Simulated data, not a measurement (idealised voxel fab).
Title: Process Module voxel self aligned contacts
Each square cell in cross-section cut measures 5 nm, and the section as a whole is 265 nm wide.
How to read a cross-section here: the picture is a grid of square cells, written as bands going from the top down, and any band can span one or more rows of cells. Per band: top height and bottom height in nm, followed by the left-to-right materials and their widths in nm; "edge to edge" marks a single material spanning edge to edge, "empty" marks empty space. Note: height 0 marks the level under which the wafer is uniformly one material as received. Lowest band unbounded below, written "0 and below". You'd read "30->40" like this: the band's top row of cells is as wide as the first number, its bottom row is as wide as the second, and going down, every row changes width by the same amount as the row before did. Where the words "everything unchanged" appear for a step, the cross-section shows no cell changed by that step; every cell remained as before. "Sealed void listing" - sealed voids, min. 8 cells, no opening to top; format: width x height at distance (distance from left edge; nm throughout). Whatever follows a step's settings on its line is a remark the simulator itself makes about that step. Regarding "overlay nm": on a step with a mask, it is the distance the mask lay to the right of its planned place; a negative value places it to the left.
-- Steps in the process plan
1: RECEIVE with material Si
2: CONFORMAL_DEP with material SiO2, thk nm 5
3: DIRECTIONAL_DEP with material polySi, thk nm 20
4: DIRECTIONAL_DEP with material SiN, thk nm 15
5: PATTERN with tone cover, mask id GATE, material resist, width nm 35, pitch nm 70, thk nm 15, overlay nm -15
6: DIRECTIONAL_ETCH with etch materials SiN, depth nm 15
7: DIRECTIONAL_ETCH with etch materials polySi, depth nm 20
8: STRIP with etch materials resist
9: CONFORMAL_DEP with material SiN, thk nm 5
10: DIRECTIONAL_ETCH with etch materials SiN, depth nm 5
11: FILL_DEP with material SiO2, thk nm 10
12: CMP with height nm 45
13: PATTERN with tone open, mask id CONTACT, material resist, width nm 55, thk nm 20, overlay nm 0
14: DIRECTIONAL_ETCH with etch materials SiO2, depth nm 45
15: STRIP with etch materials resist
16: CONFORMAL_DEP with material TiN, thk nm 5
17: FILL_DEP with material W, thk nm 5
18: CMP with height nm 45
19: CONFORMAL_DEP with material SiCN, thk nm 5
Among the wafers covered here, the point of difference is the overlay nm at step 5; their starting state is shared, and the plan presents the value of the first wafer.
-- Cross-section of the first of several wafers on receipt, reflecting completion of step 1
* 0 and below = Si edge to edge
* Sealed void listing: none
-- End-of-module cross-section, first of several wafers, after last step 19
* 50 down to 45 = SiCN edge to edge
* 45 down to 40 = SiO2 (105); TiN (5); W (15); TiN (35); SiO2 (105)
* 40 down to 25 = SiO2 (60); SiN (45); TiN (5); W (15); TiN (5); SiN (45); SiO2 (90)
* 25 down to 5 = SiO2 (60); SiN (5); polySi (35); SiN (5); TiN (5); W (15); TiN (5); SiN (5); polySi (35); SiN (5); SiO2 (90)
* 5 down to 0 = SiO2 (105); TiN (25); SiO2 (135)
* 0 and below = Si edge to edge
* Sealed void listing: none
-- Cross-section of the last wafer at end of module
* 50 down to 45 = SiCN edge to edge
* 45 down to 40 = SiO2 (105); TiN (35); W (15); TiN (5); SiO2 (105)
* 40 down to 25 = SiO2 (90); SiN (45); TiN (5); W (15); TiN (5); SiN (45); SiO2 (60)
* 25 down to 5 = SiO2 (90); SiN (5); polySi (35); SiN (5); TiN (5); W (15); TiN (5); SiN (5); polySi (35); SiN (5); SiO2 (60)
* 5 down to 0 = SiO2 (135); TiN (25); SiO2 (105)
* 0 and below = Si edge to edge
* Sealed void listing: none
-- Below, a row for every wafer. Read it as the end-of-module picture: for each material the wafer shows its cells gained (+) or lost (-) since it was received, and then its closed voids
overlay nm -15, +53 SiCN, +70 SiN, +300 SiO2, +27 TiN, +24 W, +56 polySi, Sealed void listing: none
overlay nm -10, +53 SiCN, +70 SiN, +300 SiO2, +27 TiN, +24 W, +56 polySi, Sealed void listing: none
overlay nm -5, +53 SiCN, +70 SiN, +300 SiO2, +27 TiN, +24 W, +56 polySi, Sealed void listing: none
overlay nm 0, +53 SiCN, +70 SiN, +300 SiO2, +27 TiN, +24 W, +56 polySi, Sealed void listing: none
overlay nm 5, +53 SiCN, +70 SiN, +300 SiO2, +27 TiN, +24 W, +56 polySi, Sealed void listing: none
overlay nm 10, +53 SiCN, +70 SiN, +300 SiO2, +27 TiN, +24 W, +56 polySi, Sealed void listing: none
overlay nm 15, +53 SiCN, +70 SiN, +300 SiO2, +27 TiN, +24 W, +56 polySi, Sealed void listing: none
